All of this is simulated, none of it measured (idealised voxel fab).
process module | voxel plated lines
For reference, the cross-section in this document is cut, with width 270 nm and square cells of 5 nm.
A cross-section in this document is a grid of square cells, and it is written down as bands, the top band listed before the ones below it; a band is made up of one or more rows of cells.
Band: top and bottom heights (nm) first, top before bottom; then materials from left to right, widths in nm. "all across" marks a sole material filling the band edge to edge. "air" denotes empty space.
All heights in this document are referenced to 0, defined as the level beneath which the wafer, as received, consists entirely of one material. The lowest band is not bounded below; it extends indefinitely downward and is written in the form "0 -> down".
Width "30 to 40": first value at the band's top row of cells, second value at its bottom row, equal change from row to row.
"same as before" for a step: no cell of the cross-section changed in that step.
So "Closed void catalog" is basically the list of trapped voids: any empty space of 8 cells or more that can't reach the top through an opening. They're written width x height at distance, the distance being from the left edge, and it's all nm.
Whatever follows a step's settings on its line is a remark the simulator itself makes about that step.
overlay nm: mask right of planned place by this much (step with mask). Neg. = left.

BELOW IS THE LIST OF PLANNED PROCESS STEPS
step 1: op RECEIVE | material Si
step 2: op CONFORMAL_DEP | material Al2O3 | thk nm 15
step 3: op DIRECTIONAL_DEP | material TiN | thk nm 5
step 4: op PATTERN | tone open | mask id LINES | material resist | width nm 15 | pitch nm 35 | thk nm 30 | overlay nm 0
step 5: op EPI | material Ru | thk nm 10
step 6: op EPI | material Ru | thk nm 5
step 7: op STRIP | etch materials resist
step 8: op DIRECTIONAL_ETCH | etch materials TiN | depth nm 5
step 9: op CONFORMAL_DEP | material SiO2 | thk nm 5

CROSS-SECTION OF THE INCOMING WAFER, STATE AFTER STEP 1
    0 -> down  Si all across
    Closed void catalog: none

AS-PLANNED RUN: CROSS-SECTION OF THE FIRST OF TWO WAFERS AT END OF MODULE
    40 -> 35  air (105); SiO2 (25); air (10); SiO2 (25); air (105)
    35 -> 20  air (105); SiO2 (5); Ru (15); SiO2 (5); air (10); SiO2 (5); Ru (15); SiO2 (5); air (105)
    20 -> 15  SiO2 (110); TiN (15); SiO2 (20); TiN (15); SiO2 (110)
    15 -> 0  Al2O3 all across
    0 -> down  Si all across
    Closed void catalog: none

END OF MODULE, SECOND WAFER, CROSS-SECTION. STARTED LIKE THE FIRST, PLANNED LIKE THE FIRST, RUN WITH ONE MISTAKE
    40 -> 35  SiO2 all across
    35 -> 20  Ru all across
    20 -> 15  TiN all across
    15 -> 0  Al2O3 all across
    0 -> down  Si all across
    Closed void catalog: none
Run error: step 4 in the plan did not get run; it was skipped
Materials where the second wafer ends with more or fewer cells than the first: Ru +144 | SiO2 -16 | TiN +48
